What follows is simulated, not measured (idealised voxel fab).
Name of the process module below: voxel wiring stack
Section shown: cut. Width: 165 nm. Cell size: 5 nm, square.
In this document a cross-section is written as a grid of square cells. It is given as a series of bands, listed from the top down, and a band is one or more rows of cells.
Within each band entry, the heights of the top and of the bottom of the band appear first, in that order and in nm; the materials of the band then follow from left to right, each with its corresponding width in nm. The designation "edge to edge" on a single material indicates that it fills the band from edge to edge; the designation "blank" indicates empty space.
Counting heights begins at 0, where everything beneath is, in the wafer as received, one material. The lowest band has no bottom; it goes on downwards, as "z 0 and below" shows.
Graded width ("30..40"): value in top row of band = first number; value in bottom row = second number; row-to-row change constant.
You'll sometimes find "nothing got changed" written for a step, and that's the way of saying that nowhere in the cross-section did a cell change during that step.
What "Closed-off voids" gives you is every empty space of 8 cells or more that is cut off from the top. Each appears as width x height at distance, with the distance taken from the left edge and width, height and distance all in nm.
Post-settings text on a step line: simulator's own remark regarding the step.
Regarding "overlay nm": on a step with a mask, it is the distance the mask lay to the right of its planned place; a negative value places it to the left.
## This section lists the process steps that were planned
1 RECEIVE | material Si
2 CONFORMAL_DEP | material SiO2 | thk nm 15
3 CONFORMAL_DEP | material SiCN | thk nm 5
4 DIRECTIONAL_DEP | material lowk | thk nm 25
5 DIRECTIONAL_DEP | material aC | thk nm 10
6 PATTERN | tone open | mask id METAL_1 | material resist | width nm 25 | pitch nm 40 | thk nm 25 | overlay nm 0
7 DIRECTIONAL_ETCH | etch materials aC | depth nm 10
8 STRIP | etch materials resist
9 DIRECTIONAL_ETCH | etch materials lowk | depth nm 25
10 DIRECTIONAL_ETCH | etch materials SiCN | depth nm 5
11 STRIP | etch materials aC
12 CONFORMAL_DEP | material TiN | thk nm 5
13 FILL_DEP | material Cu | thk nm 10
14 CMP | height nm 45
15 CONFORMAL_DEP | material SiCN | thk nm 5
16 DIRECTIONAL_DEP | material SiO2 | thk nm 20
17 PATTERN | tone open | mask id PLUG_1 | material resist | width nm 15 | pitch nm 40 | thk nm 15 | overlay nm 0
18 DIRECTIONAL_ETCH | etch materials SiO2 | depth nm 20
19 DIRECTIONAL_ETCH | etch materials SiCN | depth nm 5
20 STRIP | etch materials resist
21 EPI | material Ru | thk nm 10
22 EPI | material Ru | thk nm 10
23 EPI | material Ru | thk nm 5
24 CONFORMAL_DEP | material SiCN | thk nm 5
25 DIRECTIONAL_DEP | material SiO2 | thk nm 20
26 DIRECTIONAL_DEP | material aC | thk nm 10
27 PATTERN | tone open | mask id METAL_2 | material resist | width nm 25 | pitch nm 40 | thk nm 25 | overlay nm 0
28 DIRECTIONAL_ETCH | etch materials aC | depth nm 10
29 STRIP | etch materials resist
30 DIRECTIONAL_ETCH | etch materials SiO2 | depth nm 20
31 DIRECTIONAL_ETCH | etch materials SiCN | depth nm 5
32 STRIP | etch materials aC
33 CONFORMAL_DEP | material TiN | thk nm 5
34 FILL_DEP | material W | thk nm 10
35 CMP | height nm 95
36 CONFORMAL_DEP | material SiN | thk nm 5
## Incoming wafer, cross-sectional view, post step 1
  z 0 and below = Si edge to edge
  Closed-off voids: none
## Here's the cross-section of the first of our two wafers at the end of the module - it ran as planned
  z 100 to 95 = SiN edge to edge
  z 95 to 75 = 30 SiO2; 5 TiN; 15 W; 5 TiN; 15 SiO2; 5 TiN; 15 W; 5 TiN; 15 SiO2; 5 TiN; 15 W; 5 TiN; 30 SiO2
  z 75 to 70 = 30 SiCN; 25 TiN; 15 SiCN; 25 TiN; 15 SiCN; 25 TiN; 30 SiCN
  z 70 to 50 = 30 SiO2; 15 Ru; 25 SiO2; 15 Ru; 25 SiO2; 15 Ru; 40 SiO2
  z 50 to 45 = 30 SiCN; 15 Ru; 25 SiCN; 15 Ru; 25 SiCN; 15 Ru; 40 SiCN
  z 45 to 20 = 30 lowk; 5 TiN; 15 Cu; 5 TiN; 15 lowk; 5 TiN; 15 Cu; 5 TiN; 15 lowk; 5 TiN; 15 Cu; 5 TiN; 30 lowk
  z 20 to 15 = 30 SiCN; 25 TiN; 15 SiCN; 25 TiN; 15 SiCN; 25 TiN; 30 SiCN
  z 15 to 0 = SiO2 edge to edge
  z 0 and below = Si edge to edge
  Closed-off voids: none
## Module end: cross-section of wafer two of two. Same start and process plan as the first wafer. One mistake during execution
  z 100 to 95 = SiN edge to edge
  z 95 to 75 = 30 SiO2; 5 TiN; 15 W; 5 TiN; 15 SiO2; 5 TiN; 15 W; 5 TiN; 15 SiO2; 5 TiN; 15 W; 5 TiN; 30 SiO2
  z 75 to 70 = 30 SiCN; 25 TiN; 15 SiCN; 25 TiN; 15 SiCN; 25 TiN; 30 SiCN
  z 70 to 50 = 30 SiO2; 5 SiCN; 5 TiN; 5 SiCN; 25 SiO2; 5 SiCN; 5 TiN; 5 SiCN; 25 SiO2; 5 SiCN; 5 TiN; 5 SiCN; 40 SiO2
  z 50 to 45 = 35 SiCN; 5 TiN; 35 SiCN; 5 TiN; 35 SiCN; 5 TiN; 45 SiCN
  z 45 to 20 = 25 Cu; 5 TiN; 25 lowk; 5 TiN; 5 Cu; 5 TiN; 25 lowk; 5 TiN; 5 Cu; 5 TiN; 25 lowk; 5 TiN; 25 Cu
  z 20 to 15 = 30 TiN; 25 SiCN; 15 TiN; 25 SiCN; 15 TiN; 25 SiCN; 30 TiN
  z 15 to 0 = SiO2 edge to edge
  z 0 and below = Si edge to edge
  Closed-off voids: none
What went wrong in running the wafer? off-plan run, step 6, actual operation and settings PATTERN | tone cover | mask id METAL_1 | material resist | width nm 25 | pitch nm 40 | thk nm 25 | overlay nm 0
FYI, end of process, the second wafer has more or fewer cells of some materials than the first: +15 Cu | -45 Ru | +27 SiCN | +18 TiN | -15 lowk
